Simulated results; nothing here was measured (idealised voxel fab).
process module | voxel wiring stack
cross-section cut | 255 nm wide | cells 5 nm
A cross-section is a grid of square cells, given in bands from the top down. A band is one or more rows of cells.
Each band's line starts with the height of the band's top and of its bottom, in nm. Then come its materials from left to right, each with its width in nm. One material with "throughout" fills the band from edge to edge. "air" is empty space.
Height 0 is the level under which the wafer as received is all one material. The lowest band goes on downwards, as in "0 down".
A width such as "30 to 40" changes by the same amount from each row of cells to the next, from the band's top row to its bottom row.
"no change" after a step means that no cell of the cross-section changed.
closed voids: empty space of 8 cells or more with no open way to the top, each as width x height at its distance from the left edge, in nm
after a step's settings: what the simulator itself notes on the step
overlay nm, on a step with a mask: how far to the right of its planned place the mask lay; to the left if negative
plan
1 op RECEIVE | material Si
2 op CONFORMAL_DEP | material SiO2 | thk nm 15
3 op CONFORMAL_DEP | material SiN | thk nm 5
4 op DIRECTIONAL_DEP | material SiO2 | thk nm 15
5 op DIRECTIONAL_DEP | material aC | thk nm 15
6 op PATTERN | tone open | mask id METAL_1 | material resist | width nm 20 | pitch nm 35 | thk nm 35 | overlay nm 0
7 op DIRECTIONAL_ETCH | etch materials aC | depth nm 15
8 op STRIP | etch materials resist
9 op DIRECTIONAL_ETCH | etch materials SiO2 | depth nm 15
10 op DIRECTIONAL_ETCH | etch materials SiN | depth nm 5
11 op STRIP | etch materials aC
12 op CONFORMAL_DEP | material TiN | thk nm 5
13 op FILL_DEP | material W | thk nm 10
14 op CMP | height nm 35
15 op CONFORMAL_DEP | material SiCN | thk nm 5
16 op DIRECTIONAL_DEP | material SiO2 | thk nm 15
17 op PATTERN | tone open | mask id PLUG_1 | material resist | width nm 15 | pitch nm 70 | thk nm 20 | overlay nm 0
18 op DIRECTIONAL_ETCH | etch materials SiO2 | depth nm 15
19 op DIRECTIONAL_ETCH | etch materials SiCN | depth nm 5
20 op STRIP | etch materials resist
21 op CONFORMAL_DEP | material TiN | thk nm 5
22 op FILL_DEP | material Ru | thk nm 10
23 op CMP | height nm 55
24 op DIRECTIONAL_DEP | material TiN | thk nm 5
25 op DIRECTIONAL_DEP | material Ru | thk nm 15
26 op MASKED_ETCH | tone cover | mask id METAL_2 | width nm 20 | pitch nm 35 | etch materials Ru | depth nm 15 | overlay nm 0
27 op MASKED_ETCH | tone cover | mask id METAL_2 | width nm 20 | pitch nm 35 | etch materials TiN | depth nm 5 | overlay nm 0
28 op FILL_DEP | material SiO2 | thk nm 5
29 op CMP | height nm 75
30 op CONFORMAL_DEP | material SiCN | thk nm 5
31 op DIRECTIONAL_DEP | material SiO2 | thk nm 30
32 op DIRECTIONAL_DEP | material aC | thk nm 10
33 op PATTERN | tone open | mask id METAL_3 | material resist | width nm 20 | pitch nm 35 | thk nm 30 | overlay nm 0
34 op DIRECTIONAL_ETCH | etch materials aC | depth nm 10
35 op STRIP | etch materials resist
36 op DIRECTIONAL_ETCH | etch materials SiO2 | depth nm 20
37 op STRIP | etch materials aC
38 op PATTERN | tone open | mask id METAL_3_HOLES | material resist | width nm 15 | pitch nm 70 | thk nm 20 | overlay nm 0
39 op DIRECTIONAL_ETCH | etch materials SiO2 | depth nm 10
40 op DIRECTIONAL_ETCH | etch materials SiCN | depth nm 5
41 op STRIP | etch materials resist
42 op CONFORMAL_DEP | material TiN | thk nm 5
43 op FILL_DEP | material Cu | thk nm 5
44 op CMP | height nm 110
45 op CONFORMAL_DEP | material SiN | thk nm 5
as received, after step 1
  0 down: Si throughout
  closed voids: none
a wafer at the end: this start, this plan, one mistake
  115 to 110: SiN throughout
  110 to 95: SiO2 65 | TiN 5 | Cu 10 | TiN 5 | SiO2 15 | TiN 5 | Cu 10 | TiN 5 | SiO2 15 | TiN 5 | Cu 10 | TiN 5 | SiO2 15 | TiN 5 | Cu 10 | TiN 5 | SiO2 65
  95 to 90: SiO2 65 | TiN 5 | Cu 5 | TiN 10 | SiO2 15 | TiN 20 | SiO2 15 | TiN 5 | Cu 5 | TiN 10 | SiO2 15 | TiN 20 | SiO2 65
  90 to 80: SiO2 65 | TiN 5 | Cu 5 | TiN 5 | SiO2 55 | TiN 5 | Cu 5 | TiN 5 | SiO2 105
  80 to 75: SiCN 65 | TiN 15 | SiCN 55 | TiN 15 | SiCN 105
  75 to 60: SiO2 65 | Ru 20 | SiO2 15 | Ru 20 | SiO2 15 | Ru 20 | SiO2 15 | Ru 20 | SiO2 65
  60 to 55: SiO2 65 | TiN 20 | SiO2 15 | TiN 20 | SiO2 15 | TiN 20 | SiO2 15 | TiN 20 | SiO2 65
  55 to 40: SiO2 65 | TiN 5 | Ru 5 | TiN 5 | SiO2 55 | TiN 5 | Ru 5 | TiN 5 | SiO2 105
  40 to 35: SiCN 65 | TiN 15 | SiCN 55 | TiN 15 | SiCN 105
  35 to 25: W throughout
  25 to 20: TiN 70 | W 10 | TiN 25 | W 10 | TiN 25 | W 10 | TiN 25 | W 10 | TiN 70
  20 to 15: SiN 65 | TiN 20 | SiN 15 | TiN 20 | SiN 15 | TiN 20 | SiN 15 | TiN 20 | SiN 65
  15 to 0: SiO2 throughout
  0 down: Si throughout
  closed voids: none
what went wrong: step 4 was left out
